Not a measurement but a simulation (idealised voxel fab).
process module | voxel transistor to metal
For reference, the cross-section in this document is cut, with width 215 nm and square cells of 5 nm.
Heads up, the way a cross-section reads in here is a grid of square cells, handed over as bands from the top down, with every band being one or more rows of cells.
Heights first: top, then bottom, in nm. Then materials, left to right, each with a width in nm. "edge to edge" on a single material: fills the band edge to edge. "blank": empty space.
Height datum 0, below which the as-received substrate wafer is one material. Lowest band open at the bottom, running downward: "0..down".
A two-number width, for instance "30 to 40", indicates that the width is equal to the first number in the top row of the band and to the second number in the bottom row, and that it changes by a constant amount per row of cells.
When a step is marked "all unchanged", none of the cells in the cross-section changed during that step.
The entry titled "Encapsulated voids" provides the empty spaces that have no open way to the top, restricted to those of 8 cells or more. Each is presented as width x height at distance, the distance being measured from the left edge, with all three in nm.
Note: text after step settings on the step line = simulator remark on that step.
overlay nm, on a step with a mask: how far to the right of its planned place the mask lay; to the left if negative
# So here's the lineup of process steps we planned
- 1: RECEIVE | material Si
- 2: OXIDIZE | depth nm 5
- 3: CONFORMAL_DEP | material SiN | thk nm 10
- 4: DIRECTIONAL_DEP | material aC | thk nm 15
- 5: PATTERN | tone cover | mask id ACTIVE | material resist | width nm 115 | thk nm 30 | overlay nm 0
- 6: DIRECTIONAL_ETCH | etch materials aC | depth nm 15
- 7: STRIP | etch materials resist
- 8: DIRECTIONAL_ETCH | etch materials SiN | depth nm 10
- 9: DIRECTIONAL_ETCH | etch materials SiO2 | depth nm 5
- 10: DIRECTIONAL_ETCH | etch materials Si | depth nm 25
- 11: STRIP | etch materials aC
- 12: FILL_DEP | material SiO2 | thk nm 10
- 13: CMP | height nm 10
- 14: SELECTIVE_ETCH | etch materials SiO2 | depth nm 10
- 15: STRIP | etch materials SiN
- 16: SELECTIVE_ETCH | etch materials SiO2 | depth nm 5
- 17: OXIDIZE | depth nm 5
- 18: DIRECTIONAL_DEP | material polySi | thk nm 25
- 19: DIRECTIONAL_DEP | material SiCN | thk nm 15
- 20: PATTERN | tone cover | mask id GATE | material resist | width nm 35 | thk nm 15 | overlay nm 0
- 21: DIRECTIONAL_ETCH | etch materials SiCN | depth nm 25
- 22: DIRECTIONAL_ETCH | etch materials polySi | depth nm 35
- 23: STRIP | etch materials resist
- 24: CONFORMAL_DEP | material SiO2 | thk nm 5
- 25: DIRECTIONAL_ETCH | etch materials SiO2 | depth nm 5
- 26: CONFORMAL_DEP | material SiN | thk nm 5
- 27: DIRECTIONAL_ETCH | etch materials SiN | depth nm 5
- 28: DIRECTIONAL_ETCH | etch materials SiO2 | depth nm 5
- 29: EPI | material pSi | thk nm 5
- 30: FILL_DEP | material SiO2 | thk nm 10
- 31: CMP | height nm 20
- 32: STRIP | etch materials polySi
- 33: SELECTIVE_ETCH | etch materials SiO2 | depth nm 5
- 34: CONFORMAL_DEP | material HfO2 | thk nm 5
- 35: CONFORMAL_DEP | material TiN | thk nm 5
- 36: FILL_DEP | material W | thk nm 10
- 37: CMP | height nm 15
- 38: DIRECTIONAL_DEP | material SiO2 | thk nm 15
- 39: MASKED_ETCH | tone open | mask id CONTACT | width nm 15 | pitch nm 80 | etch materials SiO2 | depth nm 35 | overlay nm 0
- 40: CONFORMAL_DEP | material TiN | thk nm 5
- 41: FILL_DEP | material W | thk nm 5
- 42: CMP | height nm 30
- 43: CONFORMAL_DEP | material SiCN | thk nm 5
- 44: DIRECTIONAL_DEP | material SiO2 | thk nm 20
- 45: PATTERN | tone open | mask id METAL_1 | material resist | width nm 15 | pitch nm 80 | thk nm 15 | overlay nm 0
- 46: DIRECTIONAL_ETCH | etch materials SiO2 | depth nm 20
- 47: DIRECTIONAL_ETCH | etch materials SiCN | depth nm 5
- 48: STRIP | etch materials resist
- 49: CONFORMAL_DEP | material TiN | thk nm 5
- 50: FILL_DEP | material Cu | thk nm 10
- 51: CMP | height nm 55
- 52: EPI | material Ru | thk nm 5
- 53: FILL_DEP | material SiCN | thk nm 5
# Account of the first of two wafers, which was processed as intended
# as received, after step 1
    0..down = Si edge to edge
    Encapsulated voids: none
# So this is the wafer cross-section right after step 2
    0..-5 = SiO2 edge to edge
    Under the height -5 nothing was changed.
# So this is the wafer cross-section right after step 3
    10..0 = SiN edge to edge
    Under the height 0 nothing was changed.
# So this is the wafer cross-section right after step 4
    25..10 = aC edge to edge
    Under the height 10 nothing was changed.
# So this is the wafer cross-section right after step 5
    55..25 = 50 nm blank, 115 nm resist, 50 nm blank
    Under the height 25 nothing was changed.
# So this is the wafer cross-section right after step 6
    40..25 = 50 nm blank, 115 nm resist, 50 nm blank
    25..10 = 50 nm blank, 115 nm aC, 50 nm blank
    Under the height 10 nothing was changed.
# So this is the wafer cross-section right after step 7
    25..10 = 50 nm blank, 115 nm aC, 50 nm blank
    Under the height 10 nothing was changed.
# So this is the wafer cross-section right after step 8
    25..10 = 50 nm blank, 115 nm aC, 50 nm blank
    10..0 = 50 nm blank, 115 nm SiN, 50 nm blank
    Under the height 0 nothing was changed.
# So this is the wafer cross-section right after step 9
    25..10 = 50 nm blank, 115 nm aC, 50 nm blank
    10..0 = 50 nm blank, 115 nm SiN, 50 nm blank
    0..-5 = 50 nm blank, 115 nm SiO2, 50 nm blank
    Under the height -5 nothing was changed.
# So this is the wafer cross-section right after step 10
    25..10 = 50 nm blank, 115 nm aC, 50 nm blank
    10..0 = 50 nm blank, 115 nm SiN, 50 nm blank
    0..-5 = 50 nm blank, 115 nm SiO2, 50 nm blank
    -5..-30 = 50 nm blank, 115 nm Si, 50 nm blank
    Under the height -30 nothing was changed.
# So this is the wafer cross-section right after step 11
    10..0 = 50 nm blank, 115 nm SiN, 50 nm blank
    Under the height 0 nothing was changed.
# So this is the wafer cross-section right after step 12
    20..10 = SiO2 edge to edge
    10..0 = 50 nm SiO2, 115 nm SiN, 50 nm SiO2
    0..-5 = SiO2 edge to edge
    -5..-30 = 50 nm SiO2, 115 nm Si, 50 nm SiO2
    Under the height -30 nothing was changed.
# So this is the wafer cross-section right after step 13
    10..0 = 50 nm SiO2, 115 nm SiN, 50 nm SiO2
    Under the height 0 nothing was changed.
# So this is the wafer cross-section right after step 14
    10..0 = 50 nm blank, 115 nm SiN, 50 nm blank
    Under the height 0 nothing was changed.
# So this is the wafer cross-section right after step 15
    0..-5 = SiO2 edge to edge
    Under the height -5 nothing was changed.
# So this is the wafer cross-section right after step 16
    -5..-30 = 50 nm SiO2, 115 nm Si, 50 nm SiO2
    Under the height -30 nothing was changed.
# So this is the wafer cross-section right after step 17
    -5..-10 = SiO2 edge to edge
    Under the height -10 nothing was changed.
# So this is the wafer cross-section right after step 18
    20..-5 = polySi edge to edge
    Under the height -5 nothing was changed.
# So this is the wafer cross-section right after step 19
    35..20 = SiCN edge to edge
    Under the height 20 nothing was changed.
# So this is the wafer cross-section right after step 20
    50..35 = 90 nm blank, 35 nm resist, 90 nm blank
    Under the height 35 nothing was changed.
# So this is the wafer cross-section right after step 21
    50..35 = 90 nm blank, 35 nm resist, 90 nm blank
    35..20 = 90 nm blank, 35 nm SiCN, 90 nm blank
    Under the height 20 nothing was changed.
# So this is the wafer cross-section right after step 22
    50..35 = 90 nm blank, 35 nm resist, 90 nm blank
    35..20 = 90 nm blank, 35 nm SiCN, 90 nm blank
    20..-5 = 90 nm blank, 35 nm polySi, 90 nm blank
    Under the height -5 nothing was changed.
# So this is the wafer cross-section right after step 23
    35..20 = 90 nm blank, 35 nm SiCN, 90 nm blank
    Under the height 20 nothing was changed.
# So this is the wafer cross-section right after step 24
    40..35 = 85 nm blank, 45 nm SiO2, 85 nm blank
    35..20 = 85 nm blank, 5 nm SiO2, 35 nm SiCN, 5 nm SiO2, 85 nm blank
    20..0 = 85 nm blank, 5 nm SiO2, 35 nm polySi, 5 nm SiO2, 85 nm blank
    0..-5 = 90 nm SiO2, 35 nm polySi, 90 nm SiO2
    Under the height -5 nothing was changed.
# So this is the wafer cross-section right after step 25
    35..20 = 85 nm blank, 5 nm SiO2, 35 nm SiCN, 5 nm SiO2, 85 nm blank
    20..-5 = 85 nm blank, 5 nm SiO2, 35 nm polySi, 5 nm SiO2, 85 nm blank
    Under the height -5 nothing was changed.
# So this is the wafer cross-section right after step 26
    40..35 = 80 nm blank, 55 nm SiN, 80 nm blank
    35..20 = 80 nm blank, 5 nm SiN, 5 nm SiO2, 35 nm SiCN, 5 nm SiO2, 5 nm SiN, 80 nm blank
    20..0 = 80 nm blank, 5 nm SiN, 5 nm SiO2, 35 nm polySi, 5 nm SiO2, 5 nm SiN, 80 nm blank
    0..-5 = 85 nm SiN, 5 nm SiO2, 35 nm polySi, 5 nm SiO2, 85 nm SiN
    Under the height -5 nothing was changed.
# So this is the wafer cross-section right after step 27
    35..20 = 80 nm blank, 5 nm SiN, 5 nm SiO2, 35 nm SiCN, 5 nm SiO2, 5 nm SiN, 80 nm blank
    20..-5 = 80 nm blank, 5 nm SiN, 5 nm SiO2, 35 nm polySi, 5 nm SiO2, 5 nm SiN, 80 nm blank
    Under the height -5 nothing was changed.
# So this is the wafer cross-section right after step 28
    35..30 = 80 nm blank, 5 nm SiN, 5 nm blank, 35 nm SiCN, 5 nm blank, 5 nm SiN, 80 nm blank
    30..20 = 80 nm blank, 5 nm SiN, 5 nm SiO2, 35 nm SiCN, 5 nm SiO2, 5 nm SiN, 80 nm blank
    20..-5 = 80 nm blank, 5 nm SiN, 5 nm SiO2, 35 nm polySi, 5 nm SiO2, 5 nm SiN, 80 nm blank
    -5..-10 = 80 nm blank, 55 nm SiO2, 80 nm blank
    Under the height -10 nothing was changed.
# So this is the wafer cross-section right after step 29
    35..30 = 80 nm blank, 5 nm SiN, 5 nm blank, 35 nm SiCN, 5 nm blank, 5 nm SiN, 80 nm blank
    30..20 = 80 nm blank, 5 nm SiN, 5 nm SiO2, 35 nm SiCN, 5 nm SiO2, 5 nm SiN, 80 nm blank
    20..-5 = 80 nm blank, 5 nm SiN, 5 nm SiO2, 35 nm polySi, 5 nm SiO2, 5 nm SiN, 80 nm blank
    -5..-10 = 45 nm blank, 35 nm pSi, 55 nm SiO2, 35 nm pSi, 45 nm blank
    Under the height -10 nothing was changed.
# So this is the wafer cross-section right after step 30
    45..35 = SiO2 edge to edge
    35..20 = 80 nm SiO2, 5 nm SiN, 5 nm SiO2, 35 nm SiCN, 5 nm SiO2, 5 nm SiN, 80 nm SiO2
    20..-5 = 80 nm SiO2, 5 nm SiN, 5 nm SiO2, 35 nm polySi, 5 nm SiO2, 5 nm SiN, 80 nm SiO2
    -5..-10 = 45 nm SiO2, 35 nm pSi, 55 nm SiO2, 35 nm pSi, 45 nm SiO2
    Under the height -10 nothing was changed.
# So this is the wafer cross-section right after step 31
    20..-5 = 80 nm SiO2, 5 nm SiN, 5 nm SiO2, 35 nm polySi, 5 nm SiO2, 5 nm SiN, 80 nm SiO2
    Under the height -5 nothing was changed.
# So this is the wafer cross-section right after step 32
    20..-5 = 80 nm SiO2, 5 nm SiN, 5 nm SiO2, 35 nm blank, 5 nm SiO2, 5 nm SiN, 80 nm SiO2
    Under the height -5 nothing was changed.
# So this is the wafer cross-section right after step 33
    20..15 = 80 nm blank, 5 nm SiN, 45 nm blank, 5 nm SiN, 80 nm blank
    15..-5 = 80 nm SiO2, 5 nm SiN, 45 nm blank, 5 nm SiN, 80 nm SiO2
    -5..-10 = 45 nm SiO2, 35 nm pSi, 5 nm SiO2, 45 nm blank, 5 nm SiO2, 35 nm pSi, 45 nm SiO2
    Under the height -10 nothing was changed.
# So this is the wafer cross-section right after step 34
    25..20 = 75 nm blank, 15 nm HfO2, 35 nm blank, 15 nm HfO2, 75 nm blank
    20..15 = 80 nm HfO2, 5 nm SiN, 5 nm HfO2, 35 nm blank, 5 nm HfO2, 5 nm SiN, 80 nm HfO2
    15..-5 = 80 nm SiO2, 5 nm SiN, 5 nm HfO2, 35 nm blank, 5 nm HfO2, 5 nm SiN, 80 nm SiO2
    -5..-10 = 45 nm SiO2, 35 nm pSi, 5 nm SiO2, 45 nm HfO2, 5 nm SiO2, 35 nm pSi, 45 nm SiO2
    Under the height -10 nothing was changed.
# So this is the wafer cross-section right after step 35
    30..25 = 70 nm blank, 25 nm TiN, 25 nm blank, 25 nm TiN, 70 nm blank
    25..20 = 75 nm TiN, 15 nm HfO2, 5 nm TiN, 25 nm blank, 5 nm TiN, 15 nm HfO2, 75 nm TiN
    20..15 = 80 nm HfO2, 5 nm SiN, 5 nm HfO2, 5 nm TiN, 25 nm blank, 5 nm TiN, 5 nm HfO2, 5 nm SiN, 80 nm HfO2
    15..0 = 80 nm SiO2, 5 nm SiN, 5 nm HfO2, 5 nm TiN, 25 nm blank, 5 nm TiN, 5 nm HfO2, 5 nm SiN, 80 nm SiO2
    0..-5 = 80 nm SiO2, 5 nm SiN, 5 nm HfO2, 35 nm TiN, 5 nm HfO2, 5 nm SiN, 80 nm SiO2
    Under the height -5 nothing was changed.
# So this is the wafer cross-section right after step 36
    40..30 = W edge to edge
    30..25 = 70 nm W, 25 nm TiN, 25 nm W, 25 nm TiN, 70 nm W
    25..20 = 75 nm TiN, 15 nm HfO2, 5 nm TiN, 25 nm W, 5 nm TiN, 15 nm HfO2, 75 nm TiN
    20..15 = 80 nm HfO2, 5 nm SiN, 5 nm HfO2, 5 nm TiN, 25 nm W, 5 nm TiN, 5 nm HfO2, 5 nm SiN, 80 nm HfO2
    15..0 = 80 nm SiO2, 5 nm SiN, 5 nm HfO2, 5 nm TiN, 25 nm W, 5 nm TiN, 5 nm HfO2, 5 nm SiN, 80 nm SiO2
    Under the height 0 nothing was changed.
# So this is the wafer cross-section right after step 37
    15..0 = 80 nm SiO2, 5 nm SiN, 5 nm HfO2, 5 nm TiN, 25 nm W, 5 nm TiN, 5 nm HfO2, 5 nm SiN, 80 nm SiO2
    Under the height 0 nothing was changed.
# So this is the wafer cross-section right after step 38
    30..15 = SiO2 edge to edge
    Under the height 15 nothing was changed.
# So this is the wafer cross-section right after step 39
    30..15 = 60 nm SiO2, 15 nm blank, 65 nm SiO2, 15 nm blank, 60 nm SiO2
    15..0 = 60 nm SiO2, 15 nm blank, 5 nm SiO2, 5 nm SiN, 5 nm HfO2, 5 nm TiN, 25 nm W, 5 nm TiN, 5 nm HfO2, 5 nm SiN, 5 nm SiO2, 15 nm blank, 60 nm SiO2
    0..-5 = 60 nm SiO2, 15 nm blank, 5 nm SiO2, 5 nm SiN, 5 nm HfO2, 35 nm TiN, 5 nm HfO2, 5 nm SiN, 5 nm SiO2, 15 nm blank, 60 nm SiO2
    Under the height -5 nothing was changed.
# So this is the wafer cross-section right after step 40
    35..30 = 65 nm TiN, 5 nm blank, 75 nm TiN, 5 nm blank, 65 nm TiN
    30..15 = 60 nm SiO2, 5 nm TiN, 5 nm blank, 5 nm TiN, 65 nm SiO2, 5 nm TiN, 5 nm blank, 5 nm TiN, 60 nm SiO2
    15..0 = 60 nm SiO2, 5 nm TiN, 5 nm blank, 5 nm TiN, 5 nm SiO2, 5 nm SiN, 5 nm HfO2, 5 nm TiN, 25 nm W, 5 nm TiN, 5 nm HfO2, 5 nm SiN, 5 nm SiO2, 5 nm TiN, 5 nm blank, 5 nm TiN, 60 nm SiO2
    0..-5 = 60 nm SiO2, 15 nm TiN, 5 nm SiO2, 5 nm SiN, 5 nm HfO2, 35 nm TiN, 5 nm HfO2, 5 nm SiN, 5 nm SiO2, 15 nm TiN, 60 nm SiO2
    Under the height -5 nothing was changed.
# So this is the wafer cross-section right after step 41
    40..35 = W edge to edge
    35..30 = 65 nm TiN, 5 nm W, 75 nm TiN, 5 nm W, 65 nm TiN
    30..15 = 60 nm SiO2, 5 nm TiN, 5 nm W, 5 nm TiN, 65 nm SiO2, 5 nm TiN, 5 nm W, 5 nm TiN, 60 nm SiO2
    15..0 = 60 nm SiO2, 5 nm TiN, 5 nm W, 5 nm TiN, 5 nm SiO2, 5 nm SiN, 5 nm HfO2, 5 nm TiN, 25 nm W, 5 nm TiN, 5 nm HfO2, 5 nm SiN, 5 nm SiO2, 5 nm TiN, 5 nm W, 5 nm TiN, 60 nm SiO2
    Under the height 0 nothing was changed.
# So this is the wafer cross-section right after step 42
    30..15 = 60 nm SiO2, 5 nm TiN, 5 nm W, 5 nm TiN, 65 nm SiO2, 5 nm TiN, 5 nm W, 5 nm TiN, 60 nm SiO2
    Under the height 15 nothing was changed.
# So this is the wafer cross-section right after step 43
    35..30 = SiCN edge to edge
    Under the height 30 nothing was changed.
# So this is the wafer cross-section right after step 44
    55..35 = SiO2 edge to edge
    Under the height 35 nothing was changed.
# So this is the wafer cross-section right after step 45
    70..55 = 60 nm resist, 15 nm blank, 65 nm resist, 15 nm blank, 60 nm resist
    Under the height 55 nothing was changed.
# So this is the wafer cross-section right after step 46
    70..55 = 60 nm resist, 15 nm blank, 65 nm resist, 15 nm blank, 60 nm resist
    55..35 = 60 nm SiO2, 15 nm blank, 65 nm SiO2, 15 nm blank, 60 nm SiO2
    Under the height 35 nothing was changed.
# So this is the wafer cross-section right after step 47
    70..55 = 60 nm resist, 15 nm blank, 65 nm resist, 15 nm blank, 60 nm resist
    55..35 = 60 nm SiO2, 15 nm blank, 65 nm SiO2, 15 nm blank, 60 nm SiO2
    35..30 = 60 nm SiCN, 15 nm blank, 65 nm SiCN, 15 nm blank, 60 nm SiCN
    Under the height 30 nothing was changed.
# So this is the wafer cross-section right after step 48
    55..35 = 60 nm SiO2, 15 nm blank, 65 nm SiO2, 15 nm blank, 60 nm SiO2
    Under the height 35 nothing was changed.
# So this is the wafer cross-section right after step 49
    60..55 = 65 nm TiN, 5 nm blank, 75 nm TiN, 5 nm blank, 65 nm TiN
    55..35 = 60 nm SiO2, 5 nm TiN, 5 nm blank, 5 nm TiN, 65 nm SiO2, 5 nm TiN, 5 nm blank, 5 nm TiN, 60 nm SiO2
    35..30 = 60 nm SiCN, 15 nm TiN, 65 nm SiCN, 15 nm TiN, 60 nm SiCN
    Under the height 30 nothing was changed.
# So this is the wafer cross-section right after step 50
    70..60 = Cu edge to edge
    60..55 = 65 nm TiN, 5 nm Cu, 75 nm TiN, 5 nm Cu, 65 nm TiN
    55..35 = 60 nm SiO2, 5 nm TiN, 5 nm Cu, 5 nm TiN, 65 nm SiO2, 5 nm TiN, 5 nm Cu, 5 nm TiN, 60 nm SiO2
    Under the height 35 nothing was changed.
# So this is the wafer cross-section right after step 51
    55..35 = 60 nm SiO2, 5 nm TiN, 5 nm Cu, 5 nm TiN, 65 nm SiO2, 5 nm TiN, 5 nm Cu, 5 nm TiN, 60 nm SiO2
    Under the height 35 nothing was changed.
# So this is the wafer cross-section right after step 52
    60..55 = 55 nm blank, 25 nm Ru, 55 nm blank, 25 nm Ru, 55 nm blank
    Under the height 55 nothing was changed.
# So this is the wafer cross-section right after step 53
    65..60 = SiCN edge to edge
    60..55 = 55 nm SiCN, 25 nm Ru, 55 nm SiCN, 25 nm Ru, 55 nm SiCN
    Under the height 55 nothing was changed.
# The remaining wafer, second of the two, started like the first and was run to the same plan, except that one mistake was made along the way; the two coincide through step 17, inclusive
Planned end of step 18: second wafer, cross-section: all unchanged
# Planned end of step 19: second wafer, cross-section
    10..-5 = SiCN edge to edge
    Under the height -5 nothing was changed.
# Planned end of step 20: second wafer, cross-section
    25..10 = 90 nm blank, 35 nm resist, 90 nm blank
    Under the height 10 nothing was changed.
# Planned end of step 21: second wafer, cross-section
    25..10 = 90 nm blank, 35 nm resist, 90 nm blank
    10..-5 = 90 nm blank, 35 nm SiCN, 90 nm blank
    Under the height -5 nothing was changed.
Planned end of step 22: second wafer, cross-section: all unchanged
# Planned end of step 23: second wafer, cross-section
    10..-5 = 90 nm blank, 35 nm SiCN, 90 nm blank
    Under the height -5 nothing was changed.
# Planned end of step 24: second wafer, cross-section
    15..10 = 85 nm blank, 45 nm SiO2, 85 nm blank
    10..0 = 85 nm blank, 5 nm SiO2, 35 nm SiCN, 5 nm SiO2, 85 nm blank
    0..-5 = 90 nm SiO2, 35 nm SiCN, 90 nm SiO2
    Under the height -5 nothing was changed.
# Planned end of step 25: second wafer, cross-section
    10..-5 = 85 nm blank, 5 nm SiO2, 35 nm SiCN, 5 nm SiO2, 85 nm blank
    Under the height -5 nothing was changed.
# Planned end of step 26: second wafer, cross-section
    15..10 = 80 nm blank, 55 nm SiN, 80 nm blank
    10..0 = 80 nm blank, 5 nm SiN, 5 nm SiO2, 35 nm SiCN, 5 nm SiO2, 5 nm SiN, 80 nm blank
    0..-5 = 85 nm SiN, 5 nm SiO2, 35 nm SiCN, 5 nm SiO2, 85 nm SiN
    Under the height -5 nothing was changed.
# Planned end of step 27: second wafer, cross-section
    10..-5 = 80 nm blank, 5 nm SiN, 5 nm SiO2, 35 nm SiCN, 5 nm SiO2, 5 nm SiN, 80 nm blank
    Under the height -5 nothing was changed.
# Planned end of step 28: second wafer, cross-section
    10..5 = 80 nm blank, 5 nm SiN, 5 nm blank, 35 nm SiCN, 5 nm blank, 5 nm SiN, 80 nm blank
    5..-5 = 80 nm blank, 5 nm SiN, 5 nm SiO2, 35 nm SiCN, 5 nm SiO2, 5 nm SiN, 80 nm blank
    -5..-10 = 80 nm blank, 55 nm SiO2, 80 nm blank
    Under the height -10 nothing was changed.
# Planned end of step 29: second wafer, cross-section
    10..5 = 80 nm blank, 5 nm SiN, 5 nm blank, 35 nm SiCN, 5 nm blank, 5 nm SiN, 80 nm blank
    5..-5 = 80 nm blank, 5 nm SiN, 5 nm SiO2, 35 nm SiCN, 5 nm SiO2, 5 nm SiN, 80 nm blank
    -5..-10 = 45 nm blank, 35 nm pSi, 55 nm SiO2, 35 nm pSi, 45 nm blank
    Under the height -10 nothing was changed.
# Planned end of step 30: second wafer, cross-section
    20..10 = SiO2 edge to edge
    10..-5 = 80 nm SiO2, 5 nm SiN, 5 nm SiO2, 35 nm SiCN, 5 nm SiO2, 5 nm SiN, 80 nm SiO2
    -5..-10 = 45 nm SiO2, 35 nm pSi, 55 nm SiO2, 35 nm pSi, 45 nm SiO2
    Under the height -10 nothing was changed.
Planned end of step 31: second wafer, cross-section: all unchanged
Planned end of step 32: second wafer, cross-section: all unchanged
# Planned end of step 33: second wafer, cross-section
    15..10 = SiO2 edge to edge
    Under the height 10 nothing was changed.
# Planned end of step 34: second wafer, cross-section
    20..15 = HfO2 edge to edge
    Under the height 15 nothing was changed.
# Planned end of step 35: second wafer, cross-section
    25..20 = TiN edge to edge
    Under the height 20 nothing was changed.
# Planned end of step 36: second wafer, cross-section
    35..25 = W edge to edge
    Under the height 25 nothing was changed.
# Planned end of step 37: second wafer, cross-section
    15..10 = SiO2 edge to edge
    Under the height 10 nothing was changed.
# Planned end of step 38: second wafer, cross-section
    30..10 = SiO2 edge to edge
    Under the height 10 nothing was changed.
# Planned end of step 39: second wafer, cross-section
    30..10 = 60 nm SiO2, 15 nm blank, 65 nm SiO2, 15 nm blank, 60 nm SiO2
    10..-5 = 60 nm SiO2, 15 nm blank, 5 nm SiO2, 5 nm SiN, 5 nm SiO2, 35 nm SiCN, 5 nm SiO2, 5 nm SiN, 5 nm SiO2, 15 nm blank, 60 nm SiO2
    Under the height -5 nothing was changed.
# Planned end of step 40: second wafer, cross-section
    35..30 = 65 nm TiN, 5 nm blank, 75 nm TiN, 5 nm blank, 65 nm TiN
    30..10 = 60 nm SiO2, 5 nm TiN, 5 nm blank, 5 nm TiN, 65 nm SiO2, 5 nm TiN, 5 nm blank, 5 nm TiN, 60 nm SiO2
    10..0 = 60 nm SiO2, 5 nm TiN, 5 nm blank, 5 nm TiN, 5 nm SiO2, 5 nm SiN, 5 nm SiO2, 35 nm SiCN, 5 nm SiO2, 5 nm SiN, 5 nm SiO2, 5 nm TiN, 5 nm blank, 5 nm TiN, 60 nm SiO2
    0..-5 = 60 nm SiO2, 15 nm TiN, 5 nm SiO2, 5 nm SiN, 5 nm SiO2, 35 nm SiCN, 5 nm SiO2, 5 nm SiN, 5 nm SiO2, 15 nm TiN, 60 nm SiO2
    Under the height -5 nothing was changed.
# Planned end of step 41: second wafer, cross-section
    40..35 = W edge to edge
    35..30 = 65 nm TiN, 5 nm W, 75 nm TiN, 5 nm W, 65 nm TiN
    30..10 = 60 nm SiO2, 5 nm TiN, 5 nm W, 5 nm TiN, 65 nm SiO2, 5 nm TiN, 5 nm W, 5 nm TiN, 60 nm SiO2
    10..0 = 60 nm SiO2, 5 nm TiN, 5 nm W, 5 nm TiN, 5 nm SiO2, 5 nm SiN, 5 nm SiO2, 35 nm SiCN, 5 nm SiO2, 5 nm SiN, 5 nm SiO2, 5 nm TiN, 5 nm W, 5 nm TiN, 60 nm SiO2
    Under the height 0 nothing was changed.
# Planned end of step 42: second wafer, cross-section
    30..10 = 60 nm SiO2, 5 nm TiN, 5 nm W, 5 nm TiN, 65 nm SiO2, 5 nm TiN, 5 nm W, 5 nm TiN, 60 nm SiO2
    Under the height 10 nothing was changed.
# Planned end of step 43: second wafer, cross-section
    35..30 = SiCN edge to edge
    Under the height 30 nothing was changed.
# Planned end of step 44: second wafer, cross-section
    55..35 = SiO2 edge to edge
    Under the height 35 nothing was changed.
# Planned end of step 45: second wafer, cross-section
    70..55 = 60 nm resist, 15 nm blank, 65 nm resist, 15 nm blank, 60 nm resist
    Under the height 55 nothing was changed.
# Planned end of step 46: second wafer, cross-section
    70..55 = 60 nm resist, 15 nm blank, 65 nm resist, 15 nm blank, 60 nm resist
    55..35 = 60 nm SiO2, 15 nm blank, 65 nm SiO2, 15 nm blank, 60 nm SiO2
    Under the height 35 nothing was changed.
# Planned end of step 47: second wafer, cross-section
    70..55 = 60 nm resist, 15 nm blank, 65 nm resist, 15 nm blank, 60 nm resist
    55..35 = 60 nm SiO2, 15 nm blank, 65 nm SiO2, 15 nm blank, 60 nm SiO2
    35..30 = 60 nm SiCN, 15 nm blank, 65 nm SiCN, 15 nm blank, 60 nm SiCN
    Under the height 30 nothing was changed.
# Planned end of step 48: second wafer, cross-section
    55..35 = 60 nm SiO2, 15 nm blank, 65 nm SiO2, 15 nm blank, 60 nm SiO2
    Under the height 35 nothing was changed.
# Planned end of step 49: second wafer, cross-section
    60..55 = 65 nm TiN, 5 nm blank, 75 nm TiN, 5 nm blank, 65 nm TiN
    55..35 = 60 nm SiO2, 5 nm TiN, 5 nm blank, 5 nm TiN, 65 nm SiO2, 5 nm TiN, 5 nm blank, 5 nm TiN, 60 nm SiO2
    35..30 = 60 nm SiCN, 15 nm TiN, 65 nm SiCN, 15 nm TiN, 60 nm SiCN
    Under the height 30 nothing was changed.
# Planned end of step 50: second wafer, cross-section
    70..60 = Cu edge to edge
    60..55 = 65 nm TiN, 5 nm Cu, 75 nm TiN, 5 nm Cu, 65 nm TiN
    55..35 = 60 nm SiO2, 5 nm TiN, 5 nm Cu, 5 nm TiN, 65 nm SiO2, 5 nm TiN, 5 nm Cu, 5 nm TiN, 60 nm SiO2
    Under the height 35 nothing was changed.
# Planned end of step 51: second wafer, cross-section
    55..35 = 60 nm SiO2, 5 nm TiN, 5 nm Cu, 5 nm TiN, 65 nm SiO2, 5 nm TiN, 5 nm Cu, 5 nm TiN, 60 nm SiO2
    Under the height 35 nothing was changed.
# Planned end of step 52: second wafer, cross-section
    60..55 = 55 nm blank, 25 nm Ru, 55 nm blank, 25 nm Ru, 55 nm blank
    Under the height 55 nothing was changed.
# Planned end of step 53: second wafer, cross-section
    65..60 = SiCN edge to edge
    60..55 = 55 nm SiCN, 25 nm Ru, 55 nm SiCN, 25 nm Ru, 55 nm SiCN
    Under the height 55 nothing was changed.
Heads up, the wafer didn't run the way we planned it: step 18 of the plan got skipped, so it never ran
Per the end-of-run cell counts, the second wafer holds more or fewer of some materials than the first: 17 fewer of HfO2 | 21 more of SiCN | 2 fewer of SiN | 26 more of SiO2 | 13 fewer of TiN | 15 fewer of W
